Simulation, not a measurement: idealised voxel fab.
The name of this process module is voxel trench capacitor.
Section cut is 225 nm wide and gridded with 5 nm square cells.
The cross-sections in this document take the form of a grid made of square cells. They are written out as bands, in order from top to bottom. Each band consists of one or more rows of cells.
Basically the band line says how high the top is and how high the bottom is, in nm, and then what's in it from left to right, every material with its width in nm. Empty space shows up as "empty", and if a single material carries "full width" it runs the full band edge to edge.
Below 0: as-received wafer, all one material; heights counted from there. Lowest band: no bottom, goes on down, written "0 nm and below".
Quick explanation for "30 to 40": the width changes in equal steps down the rows of cells, from the first number in the band's top row to the second number in its bottom row.
Where the words "remained the same" appear for a step, the cross-section shows no cell changed by that step; every cell remained as before.
Empty spaces counting at least 8 cells and having no open way to the top are listed in "Trapped voids". The notation width x height at distance is used for each, the distance being from the left edge and all three values in nm.
Where a step's line continues beyond its settings, the continuation is a remark by the simulator itself on that step.
overlay nm: for a step with a mask, the amount by which the mask lay right of where it was planned; a negative amount means left of it.
Pairs from here to the end. Each: cross-section before one process step, cross-section after it, the latter only as far down as the lowest band that changed. Under each: the step between, and its settings. Mind that the pairs may be taken from different runs of this module on the same starting wafer; whether a pair continues from the pair above depends on its entry headed "Before processing step", and it does only where that entry says so.

# Before processing step
  0 nm and below = Si full width
  Trapped voids: none

# Step Outcome
  5 nm to 0 nm = SiN full width
  Lower than 0, everything is as it was.
  Trapped voids: none
Between the two cross-sections shown above, the process step is CONFORMAL_DEP: material SiN, thk nm 5

Before processing step: This step starts from the configuration shown after the step in the pair immediately above.

# Step Outcome
  15 nm to 5 nm = aC full width
  Lower than 5, everything is as it was.
  Trapped voids: none
Between the two cross-sections shown above, the process step is DIRECTIONAL_DEP: material aC, thk nm 10

Before processing step: This step starts from the configuration shown after the step in the pair immediately above.

# Step Outcome
  40 nm to 15 nm = resist 80, empty 15, resist 30, empty 15, resist 85
  Lower than 15, everything is as it was.
  Trapped voids: none
Between the two cross-sections shown above, the process step is PATTERN: tone open, mask id TRENCH, material resist, width nm 15, pitch nm 45, thk nm 25, overlay nm 0

Before processing step: This step starts from the configuration shown after the step in the pair immediately above.

# Step Outcome
  30 nm to 15 nm = resist 80, empty 15, resist 30, empty 15, resist 85
  15 nm to 5 nm = aC 80, empty 15, aC 30, empty 15, aC 85
  Lower than 5, everything is as it was.
  Trapped voids: none
Between the two cross-sections shown above, the process step is DIRECTIONAL_ETCH: etch materials aC, depth nm 10

Before processing step: This step starts from the configuration shown after the step in the pair immediately above.

# Step Outcome
  15 nm to 5 nm = aC 80, empty 15, aC 30, empty 15, aC 85
  Lower than 5, everything is as it was.
  Trapped voids: none
Between the two cross-sections shown above, the process step is STRIP: etch materials resist

Before processing step: This step starts from the configuration shown after the step in the pair immediately above.

# Step Outcome
  15 nm to 5 nm = aC 80, empty 15, aC 30, empty 15, aC 85
  5 nm to 0 nm = SiN 80, empty 15, SiN 30, empty 15, SiN 85
  Lower than 0, everything is as it was.
  Trapped voids: none
Between the two cross-sections shown above, the process step is DIRECTIONAL_ETCH: etch materials SiN, depth nm 5

Before processing step: This step starts from the configuration shown after the step in the pair immediately above.

# Step Outcome
  15 nm to 5 nm = aC 80, empty 15, aC 30, empty 15, aC 85
  5 nm to 0 nm = SiN 80, empty 15, SiN 30, empty 15, SiN 85
  0 nm to -30 nm = Si 80, empty 15, Si 30, empty 15, Si 85
  Lower than -30, everything is as it was.
  Trapped voids: none
Between the two cross-sections shown above, the process step is DIRECTIONAL_ETCH: etch materials Si, depth nm 30

Before processing step: This step starts from the configuration shown after the step in the pair immediately above.

# Step Outcome
  5 nm to 0 nm = SiN 80, empty 15, SiN 30, empty 15, SiN 85
  Lower than 0, everything is as it was.
  Trapped voids: none
Between the two cross-sections shown above, the process step is STRIP: etch materials aC

Before processing step: This step starts from the configuration shown after the step in the pair immediately above.

# Step Outcome
  10 nm to 5 nm = Al2O3 85, empty 5, Al2O3 40, empty 5, Al2O3 90
  5 nm to 0 nm = SiN 80, Al2O3 5, empty 5, Al2O3 5, SiN 30, Al2O3 5, empty 5, Al2O3 5, SiN 85
  0 nm to -25 nm = Si 80, Al2O3 5, empty 5, Al2O3 5, Si 30, Al2O3 5, empty 5, Al2O3 5, Si 85
  -25 nm to -30 nm = Si 80, Al2O3 15, Si 30, Al2O3 15, Si 85
  Lower than -30, everything is as it was.
  Trapped voids: none
Between the two cross-sections shown above, the process step is CONFORMAL_DEP: material Al2O3, thk nm 5

Before processing step: This step starts from the configuration shown after the step in the pair immediately above.

# Step Outcome
  20 nm to 10 nm = polySi full width
  10 nm to 5 nm = Al2O3 85, polySi 5, Al2O3 40, polySi 5, Al2O3 90
  5 nm to 0 nm = SiN 80, Al2O3 5, polySi 5, Al2O3 5, SiN 30, Al2O3 5, polySi 5, Al2O3 5, SiN 85
  0 nm to -25 nm = Si 80, Al2O3 5, polySi 5, Al2O3 5, Si 30, Al2O3 5, polySi 5, Al2O3 5, Si 85
  Lower than -25, everything is as it was.
  Trapped voids: none
Between the two cross-sections shown above, the process step is FILL_DEP: material polySi, thk nm 10

Before processing step: This step starts from the configuration shown after the step in the pair immediately above.

# Step Outcome
  5 nm to 0 nm = SiN 80, Al2O3 5, polySi 5, Al2O3 5, SiN 30, Al2O3 5, polySi 5, Al2O3 5, SiN 85
  Lower than 0, everything is as it was.
  Trapped voids: none
Between the two cross-sections shown above, the process step is CMP: height nm 5

# Before processing step
  15 nm to 5 nm = aC 80, empty 15, aC 30, empty 15, aC 85
  5 nm to 0 nm = SiN 80, empty 15, SiN 30, empty 15, SiN 85
  0 nm to -30 nm = Si 80, empty 15, Si 30, empty 15, Si 85
  -30 nm and below = Si full width
  Trapped voids: none

# Step Outcome
  15 nm to 5 nm = aC 80, empty 15, aC 30, empty 15, aC 85
  5 nm to 0 nm = SiN 80, empty 15, SiN 30, empty 15, SiN 85
  0 nm to -60 nm = Si 80, empty 15, Si 30, empty 15, Si 85
  Lower than -60, everything is as it was.
  Trapped voids: none
Between the two cross-sections shown above, the process step is DIRECTIONAL_ETCH: etch materials Si, depth nm 30

Before processing step: This step starts from the configuration shown after the step in the pair immediately above.

# Step Outcome
  5 nm to 0 nm = SiN 80, empty 15, SiN 30, empty 15, SiN 85
  Lower than 0, everything is as it was.
  Trapped voids: none
Between the two cross-sections shown above, the process step is STRIP: etch materials aC

Before processing step: This step starts from the configuration shown after the step in the pair immediately above.

# Step Outcome
  10 nm to 5 nm = Al2O3 85, empty 5, Al2O3 40, empty 5, Al2O3 90
  5 nm to 0 nm = SiN 80, Al2O3 5, empty 5, Al2O3 5, SiN 30, Al2O3 5, empty 5, Al2O3 5, SiN 85
  0 nm to -55 nm = Si 80, Al2O3 5, empty 5, Al2O3 5, Si 30, Al2O3 5, empty 5, Al2O3 5, Si 85
  -55 nm to -60 nm = Si 80, Al2O3 15, Si 30, Al2O3 15, Si 85
  Lower than -60, everything is as it was.
  Trapped voids: none
Between the two cross-sections shown above, the process step is CONFORMAL_DEP: material Al2O3, thk nm 5

Before processing step: This step starts from the configuration shown after the step in the pair immediately above.

# Step Outcome
  20 nm to 10 nm = polySi full width
  10 nm to 5 nm = Al2O3 85, polySi 5, Al2O3 40, polySi 5, Al2O3 90
  5 nm to 0 nm = SiN 80, Al2O3 5, polySi 5, Al2O3 5, SiN 30, Al2O3 5, polySi 5, Al2O3 5, SiN 85
  0 nm to -55 nm = Si 80, Al2O3 5, polySi 5, Al2O3 5, Si 30, Al2O3 5, polySi 5, Al2O3 5, Si 85
  Lower than -55, everything is as it was.
  Trapped voids: none
Between the two cross-sections shown above, the process step is FILL_DEP: material polySi, thk nm 10

Before processing step: This step starts from the configuration shown after the step in the pair immediately above.

# Step Outcome
  5 nm to 0 nm = SiN 80, Al2O3 5, polySi 5, Al2O3 5, SiN 30, Al2O3 5, polySi 5, Al2O3 5, SiN 85
  Lower than 0, everything is as it was.
  Trapped voids: none
Between the two cross-sections shown above, the process step is CMP: height nm 5

# Before processing step
  30 nm to 15 nm = resist 80, empty 15, resist 30, empty 15, resist 85
  15 nm to 5 nm = aC 80, empty 15, aC 30, empty 15, aC 85
  5 nm to 0 nm = SiN full width
  0 nm and below = Si full width
  Trapped voids: none

# Step Outcome
  30 nm to 15 nm = resist 80, empty 15, resist 30, empty 15, resist 85
  15 nm to 5 nm = aC 80, empty 15, aC 30, empty 15, aC 85
  5 nm to 0 nm = SiN 80, empty 15, SiN 30, empty 15, SiN 85
  Lower than 0, everything is as it was.
  Trapped voids: none
Between the two cross-sections shown above, the process step is DIRECTIONAL_ETCH: etch materials SiN, depth nm 5

Before processing step: This step starts from the configuration shown after the step in the pair immediately above.

# Step Outcome
  15 nm to 5 nm = aC 80, empty 15, aC 30, empty 15, aC 85
  Lower than 5, everything is as it was.
  Trapped voids: none
Between the two cross-sections shown above, the process step is STRIP: etch materials resist

Before processing step: This step starts from the configuration shown after the step in the pair immediately above.

# Step Outcome
  15 nm to 5 nm = aC 80, empty 15, aC 30, empty 15, aC 85
  5 nm to 0 nm = SiN 80, empty 15, SiN 30, empty 15, SiN 85
  0 nm to -20 nm = Si 80, empty 15, Si 30, empty 15, Si 85
  Lower than -20, everything is as it was.
  Trapped voids: none
Between the two cross-sections shown above, the process step is DIRECTIONAL_ETCH: etch materials Si, depth nm 20

Before processing step: This step starts from the configuration shown after the step in the pair immediately above.

# Step Outcome
  5 nm to 0 nm = SiN 80, empty 15, SiN 30, empty 15, SiN 85
  Lower than 0, everything is as it was.
  Trapped voids: none
Between the two cross-sections shown above, the process step is STRIP: etch materials aC

Before processing step: This step starts from the configuration shown after the step in the pair immediately above.

# Step Outcome
  10 nm to 5 nm = Al2O3 85, empty 5, Al2O3 40, empty 5, Al2O3 90
  5 nm to 0 nm = SiN 80, Al2O3 5, empty 5, Al2O3 5, SiN 30, Al2O3 5, empty 5, Al2O3 5, SiN 85
  0 nm to -15 nm = Si 80, Al2O3 5, empty 5, Al2O3 5, Si 30, Al2O3 5, empty 5, Al2O3 5, Si 85
  -15 nm to -20 nm = Si 80, Al2O3 15, Si 30, Al2O3 15, Si 85
  Lower than -20, everything is as it was.
  Trapped voids: none
Between the two cross-sections shown above, the process step is CONFORMAL_DEP: material Al2O3, thk nm 5

Before processing step: This step starts from the configuration shown after the step in the pair immediately above.

# Step Outcome
  20 nm to 10 nm = polySi full width
  10 nm to 5 nm = Al2O3 85, polySi 5, Al2O3 40, polySi 5, Al2O3 90
  5 nm to 0 nm = SiN 80, Al2O3 5, polySi 5, Al2O3 5, SiN 30, Al2O3 5, polySi 5, Al2O3 5, SiN 85
  0 nm to -15 nm = Si 80, Al2O3 5, polySi 5, Al2O3 5, Si 30, Al2O3 5, polySi 5, Al2O3 5, Si 85
  Lower than -15, everything is as it was.
  Trapped voids: none
Between the two cross-sections shown above, the process step is FILL_DEP: material polySi, thk nm 10

Before processing step: This step starts from the configuration shown after the step in the pair immediately above.

# Step Outcome
  5 nm to 0 nm = SiN 80, Al2O3 5, polySi 5, Al2O3 5, SiN 30, Al2O3 5, polySi 5, Al2O3 5, SiN 85
  Lower than 0, everything is as it was.
  Trapped voids: none
Between the two cross-sections shown above, the process step is CMP: height nm 5

# Before processing step
  15 nm to 5 nm = aC full width
  5 nm to 0 nm = SiN full width
  0 nm and below = Si full width
  Trapped voids: none

# Step Outcome
  40 nm to 15 nm = resist 80, empty 20, resist 25, empty 20, resist 80
  Lower than 15, everything is as it was.
  Trapped voids: none
Between the two cross-sections shown above, the process step is PATTERN: tone open, mask id TRENCH, material resist, width nm 20, pitch nm 45, thk nm 25, overlay nm 0

Before processing step: This step starts from the configuration shown after the step in the pair immediately above.

# Step Outcome
  30 nm to 15 nm = resist 80, empty 20, resist 25, empty 20, resist 80
  15 nm to 5 nm = aC 80, empty 20, aC 25, empty 20, aC 80
  Lower than 5, everything is as it was.
  Trapped voids: none
Between the two cross-sections shown above, the process step is DIRECTIONAL_ETCH: etch materials aC, depth nm 10

Before processing step: This step starts from the configuration shown after the step in the pair immediately above.

# Step Outcome
  15 nm to 5 nm = aC 80, empty 20, aC 25, empty 20, aC 80
  Lower than 5, everything is as it was.
  Trapped voids: none
Between the two cross-sections shown above, the process step is STRIP: etch materials resist

Before processing step: This step starts from the configuration shown after the step in the pair immediately above.

# Step Outcome
  15 nm to 5 nm = aC 80, empty 20, aC 25, empty 20, aC 80
  5 nm to 0 nm = SiN 80, empty 20, SiN 25, empty 20, SiN 80
  Lower than 0, everything is as it was.
  Trapped voids: none
Between the two cross-sections shown above, the process step is DIRECTIONAL_ETCH: etch materials SiN, depth nm 5

Before processing step: This step starts from the configuration shown after the step in the pair immediately above.

# Step Outcome
  15 nm to 5 nm = aC 80, empty 20, aC 25, empty 20, aC 80
  5 nm to 0 nm = SiN 80, empty 20, SiN 25, empty 20, SiN 80
  0 nm to -30 nm = Si 80, empty 20, Si 25, empty 20, Si 80
  Lower than -30, everything is as it was.
  Trapped voids: none
Between the two cross-sections shown above, the process step is DIRECTIONAL_ETCH: etch materials Si, depth nm 30

Before processing step: This step starts from the configuration shown after the step in the pair immediately above.

# Step Outcome
  5 nm to 0 nm = SiN 80, empty 20, SiN 25, empty 20, SiN 80
  Lower than 0, everything is as it was.
  Trapped voids: none
Between the two cross-sections shown above, the process step is STRIP: etch materials aC

Before processing step: This step starts from the configuration shown after the step in the pair immediately above.

# Step Outcome
  10 nm to 5 nm = Al2O3 85, empty 10, Al2O3 35, empty 10, Al2O3 85
  5 nm to 0 nm = SiN 80, Al2O3 5, empty 10, Al2O3 5, SiN 25, Al2O3 5, empty 10, Al2O3 5, SiN 80
  0 nm to -25 nm = Si 80, Al2O3 5, empty 10, Al2O3 5, Si 25, Al2O3 5, empty 10, Al2O3 5, Si 80
  -25 nm to -30 nm = Si 80, Al2O3 20, Si 25, Al2O3 20, Si 80
  Lower than -30, everything is as it was.
  Trapped voids: none
Between the two cross-sections shown above, the process step is CONFORMAL_DEP: material Al2O3, thk nm 5

Before processing step: This step starts from the configuration shown after the step in the pair immediately above.

# Step Outcome
  20 nm to 10 nm = polySi full width
  10 nm to 5 nm = Al2O3 85, polySi 10, Al2O3 35, polySi 10, Al2O3 85
  5 nm to 0 nm = SiN 80, Al2O3 5, polySi 10, Al2O3 5, SiN 25, Al2O3 5, polySi 10, Al2O3 5, SiN 80
  0 nm to -25 nm = Si 80, Al2O3 5, polySi 10, Al2O3 5, Si 25, Al2O3 5, polySi 10, Al2O3 5, Si 80
  Lower than -25, everything is as it was.
  Trapped voids: none
Between the two cross-sections shown above, the process step is FILL_DEP: material polySi, thk nm 10

Before processing step: This step starts from the configuration shown after the step in the pair immediately above.

# Step Outcome
  5 nm to 0 nm = SiN 80, Al2O3 5, polySi 10, Al2O3 5, SiN 25, Al2O3 5, polySi 10, Al2O3 5, SiN 80
  Lower than 0, everything is as it was.
  Trapped voids: none
Between the two cross-sections shown above, the process step is CMP: height nm 5

# Before processing step
  15 nm to 5 nm = aC full width
  5 nm to 0 nm = SiN full width
  0 nm and below = Si full width
  Trapped voids: none

# Step Outcome
  40 nm to 15 nm = resist 70, empty 15, resist 30, empty 15, resist 95
  Lower than 15, everything is as it was.
  Trapped voids: none
Between the two cross-sections shown above, the process step is PATTERN: tone open, mask id TRENCH, material resist, width nm 15, pitch nm 45, thk nm 25, overlay nm -10

Before processing step: This step starts from the configuration shown after the step in the pair immediately above.

# Step Outcome
  30 nm to 15 nm = resist 70, empty 15, resist 30, empty 15, resist 95
  15 nm to 5 nm = aC 70, empty 15, aC 30, empty 15, aC 95
  Lower than 5, everything is as it was.
  Trapped voids: none
Between the two cross-sections shown above, the process step is DIRECTIONAL_ETCH: etch materials aC, depth nm 10

Before processing step: This step starts from the configuration shown after the step in the pair immediately above.

# Step Outcome
  15 nm to 5 nm = aC 70, empty 15, aC 30, empty 15, aC 95
  Lower than 5, everything is as it was.
  Trapped voids: none
Between the two cross-sections shown above, the process step is STRIP: etch materials resist

Before processing step: This step starts from the configuration shown after the step in the pair immediately above.

# Step Outcome
  15 nm to 5 nm = aC 70, empty 15, aC 30, empty 15, aC 95
  5 nm to 0 nm = SiN 70, empty 15, SiN 30, empty 15, SiN 95
  Lower than 0, everything is as it was.
  Trapped voids: none
Between the two cross-sections shown above, the process step is DIRECTIONAL_ETCH: etch materials SiN, depth nm 5

Before processing step: This step starts from the configuration shown after the step in the pair immediately above.

# Step Outcome
  15 nm to 5 nm = aC 70, empty 15, aC 30, empty 15, aC 95
  5 nm to 0 nm = SiN 70, empty 15, SiN 30, empty 15, SiN 95
  0 nm to -30 nm = Si 70, empty 15, Si 30, empty 15, Si 95
  Lower than -30, everything is as it was.
  Trapped voids: none
Between the two cross-sections shown above, the process step is DIRECTIONAL_ETCH: etch materials Si, depth nm 30

Before processing step: This step starts from the configuration shown after the step in the pair immediately above.

# Step Outcome
  5 nm to 0 nm = SiN 70, empty 15, SiN 30, empty 15, SiN 95
  Lower than 0, everything is as it was.
  Trapped voids: none
Between the two cross-sections shown above, the process step is STRIP: etch materials aC

Before processing step: This step starts from the configuration shown after the step in the pair immediately above.

# Step Outcome
  10 nm to 5 nm = Al2O3 75, empty 5, Al2O3 40, empty 5, Al2O3 100
  5 nm to 0 nm = SiN 70, Al2O3 5, empty 5, Al2O3 5, SiN 30, Al2O3 5, empty 5, Al2O3 5, SiN 95
  0 nm to -25 nm = Si 70, Al2O3 5, empty 5, Al2O3 5, Si 30, Al2O3 5, empty 5, Al2O3 5, Si 95
  -25 nm to -30 nm = Si 70, Al2O3 15, Si 30, Al2O3 15, Si 95
  Lower than -30, everything is as it was.
  Trapped voids: none
Between the two cross-sections shown above, the process step is CONFORMAL_DEP: material Al2O3, thk nm 5

Before processing step: This step starts from the configuration shown after the step in the pair immediately above.

# Step Outcome
  20 nm to 10 nm = polySi full width
  10 nm to 5 nm = Al2O3 75, polySi 5, Al2O3 40, polySi 5, Al2O3 100
  5 nm to 0 nm = SiN 70, Al2O3 5, polySi 5, Al2O3 5, SiN 30, Al2O3 5, polySi 5, Al2O3 5, SiN 95
  0 nm to -25 nm = Si 70, Al2O3 5, polySi 5, Al2O3 5, Si 30, Al2O3 5, polySi 5, Al2O3 5, Si 95
  Lower than -25, everything is as it was.
  Trapped voids: none
Between the two cross-sections shown above, the process step is FILL_DEP: material polySi, thk nm 10

Before processing step: This step starts from the configuration shown after the step in the pair immediately above.

# Step Outcome
  5 nm to 0 nm = SiN 70, Al2O3 5, polySi 5, Al2O3 5, SiN 30, Al2O3 5, polySi 5, Al2O3 5, SiN 95
  Lower than 0, everything is as it was.
  Trapped voids: none
Between the two cross-sections shown above, the process step is CMP: height nm 5

# Before processing step
  10 nm to 5 nm = Al2O3 85, empty 5, Al2O3 40, empty 5, Al2O3 90
  5 nm to 0 nm = SiN 80, Al2O3 5, empty 5, Al2O3 5, SiN 30, Al2O3 5, empty 5, Al2O3 5, SiN 85
  0 nm to -25 nm = Si 80, Al2O3 5, empty 5, Al2O3 5, Si 30, Al2O3 5, empty 5, Al2O3 5, Si 85
  -25 nm to -30 nm = Si 80, Al2O3 15, Si 30, Al2O3 15, Si 85
  -30 nm and below = Si full width
  Trapped voids: none

# Step Outcome
  20 nm to 10 nm = aC full width
  10 nm to 5 nm = Al2O3 85, aC 5, Al2O3 40, aC 5, Al2O3 90
  5 nm to 0 nm = SiN 80, Al2O3 5, aC 5, Al2O3 5, SiN 30, Al2O3 5, aC 5, Al2O3 5, SiN 85
  0 nm to -25 nm = Si 80, Al2O3 5, aC 5, Al2O3 5, Si 30, Al2O3 5, aC 5, Al2O3 5, Si 85
  Lower than -25, everything is as it was.
  Trapped voids: none
Between the two cross-sections shown above, the process step is FILL_DEP: material aC, thk nm 10

Before processing step: This step starts from the configuration shown after the step in the pair immediately above.

# Step Outcome
  5 nm to 0 nm = SiN 80, Al2O3 5, aC 5, Al2O3 5, SiN 30, Al2O3 5, aC 5, Al2O3 5, SiN 85
  Lower than 0, everything is as it was.
  Trapped voids: none
Between the two cross-sections shown above, the process step is CMP: height nm 5

# Before processing step
  15 nm to 5 nm = aC full width
  5 nm to 0 nm = SiN full width
  0 nm and below = Si full width
  Trapped voids: none

# Step Outcome
  40 nm to 15 nm = empty 80, resist 15, empty 30, resist 15, empty 85
  Lower than 15, everything is as it was.
  Trapped voids: none
Between the two cross-sections shown above, the process step is PATTERN: tone cover, mask id TRENCH, material resist, width nm 15, pitch nm 45, thk nm 25, overlay nm 0

Before processing step: This step starts from the configuration shown after the step in the pair immediately above.

# Step Outcome
  30 nm to 15 nm = empty 80, resist 15, empty 30, resist 15, empty 85
  15 nm to 5 nm = empty 80, aC 15, empty 30, aC 15, empty 85
  Lower than 5, everything is as it was.
  Trapped voids: none
Between the two cross-sections shown above, the process step is DIRECTIONAL_ETCH: etch materials aC, depth nm 10

Before processing step: This step starts from the configuration shown after the step in the pair immediately above.

# Step Outcome
  15 nm to 5 nm = empty 80, aC 15, empty 30, aC 15, empty 85
  Lower than 5, everything is as it was.
  Trapped voids: none
Between the two cross-sections shown above, the process step is STRIP: etch materials resist

Before processing step: This step starts from the configuration shown after the step in the pair immediately above.

# Step Outcome
  15 nm to 5 nm = empty 80, aC 15, empty 30, aC 15, empty 85
  5 nm to 0 nm = empty 80, SiN 15, empty 30, SiN 15, empty 85
  Lower than 0, everything is as it was.
  Trapped voids: none
Between the two cross-sections shown above, the process step is DIRECTIONAL_ETCH: etch materials SiN, depth nm 5

Before processing step: This step starts from the configuration shown after the step in the pair immediately above.

# Step Outcome
  15 nm to 5 nm = empty 80, aC 15, empty 30, aC 15, empty 85
  5 nm to 0 nm = empty 80, SiN 15, empty 30, SiN 15, empty 85
  0 nm to -30 nm = empty 80, Si 15, empty 30, Si 15, empty 85
  Lower than -30, everything is as it was.
  Trapped voids: none
Between the two cross-sections shown above, the process step is DIRECTIONAL_ETCH: etch materials Si, depth nm 30

Before processing step: This step starts from the configuration shown after the step in the pair immediately above.

# Step Outcome
  5 nm to 0 nm = empty 80, SiN 15, empty 30, SiN 15, empty 85
  Lower than 0, everything is as it was.
  Trapped voids: none
Between the two cross-sections shown above, the process step is STRIP: etch materials aC

Before processing step: This step starts from the configuration shown after the step in the pair immediately above.

# Step Outcome
  10 nm to 5 nm = empty 75, Al2O3 25, empty 20, Al2O3 25, empty 80
  5 nm to 0 nm = empty 75, Al2O3 5, SiN 15, Al2O3 5, empty 20, Al2O3 5, SiN 15, Al2O3 5, empty 80
  0 nm to -25 nm = empty 75, Al2O3 5, Si 15, Al2O3 5, empty 20, Al2O3 5, Si 15, Al2O3 5, empty 80
  -25 nm to -30 nm = Al2O3 80, Si 15, Al2O3 30, Si 15, Al2O3 85
  Lower than -30, everything is as it was.
  Trapped voids: none
Between the two cross-sections shown above, the process step is CONFORMAL_DEP: material Al2O3, thk nm 5

Before processing step: This step starts from the configuration shown after the step in the pair immediately above.

# Step Outcome
  20 nm to 10 nm = polySi full width
  10 nm to 5 nm = polySi 75, Al2O3 25, polySi 20, Al2O3 25, polySi 80
  5 nm to 0 nm = polySi 75, Al2O3 5, SiN 15, Al2O3 5, polySi 20, Al2O3 5, SiN 15, Al2O3 5, polySi 80
  0 nm to -25 nm = polySi 75, Al2O3 5, Si 15, Al2O3 5, polySi 20, Al2O3 5, Si 15, Al2O3 5, polySi 80
  Lower than -25, everything is as it was.
  Trapped voids: none
Between the two cross-sections shown above, the process step is FILL_DEP: material polySi, thk nm 10

Before processing step: This step starts from the configuration shown after the step in the pair immediately above.

# Step Outcome
  5 nm to 0 nm = polySi 75, Al2O3 5, SiN 15, Al2O3 5, polySi 20, Al2O3 5, SiN 15, Al2O3 5, polySi 80
  Lower than 0, everything is as it was.
  Trapped voids: none
Between the two cross-sections shown above, the process step is CMP: height nm 5
